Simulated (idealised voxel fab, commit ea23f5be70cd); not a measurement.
process module | voxel gate over fins
In the cross-section labelled cut, the width is 230 nm and each square cell is 5 nm.
Cross-section format: a grid of square cells, given as bands from top to bottom; each band is one or more rows of cells.
The entry gives the band's vertical extent as a top height and a bottom height in nm, then its horizontal make-up as materials from left to right, each with a width in nm. "blank" stands for empty space; a single material marked "all across" fills the band edge to edge.
Heads up on the height convention: 0 is the point under which the incoming wafer is all one material, and the lowest band has no bottom, it just keeps going down, like "z 0 and below".
You'd read "30 to 40" like this: the band's top row of cells is as wide as the first number, its bottom row is as wide as the second, and going down, every row changes width by the same amount as the row before did.
Any step labelled "same as before" changed none of the cells in the cross-section.
"closed voids" enumerates empty spaces isolated from the top, with no open way to it, that contain at least 8 cells, giving each as width x height at distance from the left edge, all three in nm.
On each step's line, the part that comes after the settings is the simulator's own comment on the step.
overlay nm: on a step with a mask, how far right of its planned place the mask lay; negative means left.

## Planned step list for the process
| 1 | op RECEIVE | material Si |
| 2 | op CONFORMAL_DEP | material SiN | thk nm 10 |
| 3 | op PATTERN | tone cover | mask id FINS | material resist | width nm 15 | pitch nm 50 | thk nm 15 | overlay nm 0 |
| 4 | op DIRECTIONAL_ETCH | etch materials SiN | depth nm 10 |
| 5 | op DIRECTIONAL_ETCH | etch materials Si | depth nm 35 |
| 6 | op STRIP | etch materials resist |
| 7 | op OXIDIZE | depth nm 5 |
| 8 | op FILL_DEP | material SiO2 | thk nm 5 |
| 9 | op CMP | height nm 10 |
| 10 | op DIRECTIONAL_DEP | material aC | thk nm 10 |
| 11 | op PATTERN | tone open | mask id RAIL | material resist | width nm 15 | thk nm 30 | overlay nm 0 |
| 12 | op DIRECTIONAL_ETCH | etch materials aC | depth nm 10 |
| 13 | op STRIP | etch materials resist |
| 14 | op DIRECTIONAL_ETCH | etch materials SiO2 | depth nm 40 |
| 15 | op STRIP | etch materials aC |
| 16 | op CONFORMAL_DEP | material TiN | thk nm 5 |
| 17 | op FILL_DEP | material W | thk nm 10 |
| 18 | op CMP | height nm 10 |
| 19 | op SELECTIVE_ETCH | etch materials W Ru TiN | depth nm 25 |
| 20 | op FILL_DEP | material SiO2 | thk nm 5 |
| 21 | op CMP | height nm 10 |
| 22 | op SELECTIVE_ETCH | etch materials SiO2 | depth nm 20 |
| 23 | op STRIP | etch materials SiN |
| 24 | op CONFORMAL_DEP | material HfO2 | thk nm 5 |
| 25 | op CONFORMAL_DEP | material TiN | thk nm 5 |
| 26 | op CONFORMAL_DEP | material TiAl | thk nm 5 |
| 27 | op CONFORMAL_DEP | material TiN | thk nm 5 |
| 28 | op FILL_DEP | material W | thk nm 15 |
| 29 | op CMP | height nm 30 |
| 30 | op CONFORMAL_DEP | material SiCN | thk nm 5 |

## Cross-section of the incoming wafer, state after step 1
- z 0 and below | Si all across
- closed voids: none

## End state of the module in cross-section, given the above starting point and plan and one mistake in execution
- z 35 to 30 | SiCN all across
- z 30 to 20 | W all across
- z 20 to 15 | W: 40 | TiN: 45 | W: 5 | TiN: 45 | W: 5 | TiN: 45 | W: 45
- z 15 to 10 | W: 40 | TiN: 5 | TiAl: 35 | TiN: 5 | W: 5 | TiN: 5 | TiAl: 35 | TiN: 5 | W: 5 | TiN: 5 | TiAl: 35 | TiN: 5 | W: 45
- z 10 to 5 | TiN: 45 | TiAl: 5 | TiN: 25 | TiAl: 5 | TiN: 15 | TiAl: 5 | TiN: 25 | TiAl: 5 | TiN: 15 | TiAl: 5 | TiN: 25 | TiAl: 5 | TiN: 50
- z 5 to 0 | TiAl: 50 | TiN: 5 | HfO2: 15 | TiN: 5 | TiAl: 25 | TiN: 5 | HfO2: 15 | TiN: 5 | TiAl: 25 | TiN: 5 | HfO2: 15 | TiN: 5 | TiAl: 55
- z 0 to -5 | TiN: 55 | HfO2: 5 | Si: 5 | HfO2: 5 | TiN: 35 | HfO2: 5 | Si: 5 | HfO2: 5 | TiN: 35 | HfO2: 5 | Si: 5 | HfO2: 5 | TiN: 60
- z -5 to -10 | HfO2: 60 | Si: 5 | HfO2: 45 | Si: 5 | HfO2: 45 | Si: 5 | HfO2: 65
- z -10 to -15 | SiO2: 60 | Si: 5 | SiO2: 45 | Si: 5 | SiO2: 45 | Si: 5 | SiO2: 65
- z -15 to -25 | SiO2: 60 | Si: 5 | SiO2: 10 | TiN: 5 | W: 5 | TiN: 5 | SiO2: 20 | Si: 5 | SiO2: 45 | Si: 5 | SiO2: 65
- z -25 to -30 | SiO2: 60 | Si: 5 | SiO2: 10 | TiN: 15 | SiO2: 20 | Si: 5 | SiO2: 45 | Si: 5 | SiO2: 65
- z -30 to -40 | SiO2: 60 | Si: 5 | SiO2: 45 | Si: 5 | SiO2: 45 | Si: 5 | SiO2: 65
- z -40 and below | Si all across
- closed voids: none
Against the plan, the run slipped here: step 11: run off-plan, actual operation and settings op PATTERN | tone open | mask id RAIL | material resist | width nm 15 | thk nm 30 | overlay nm -5
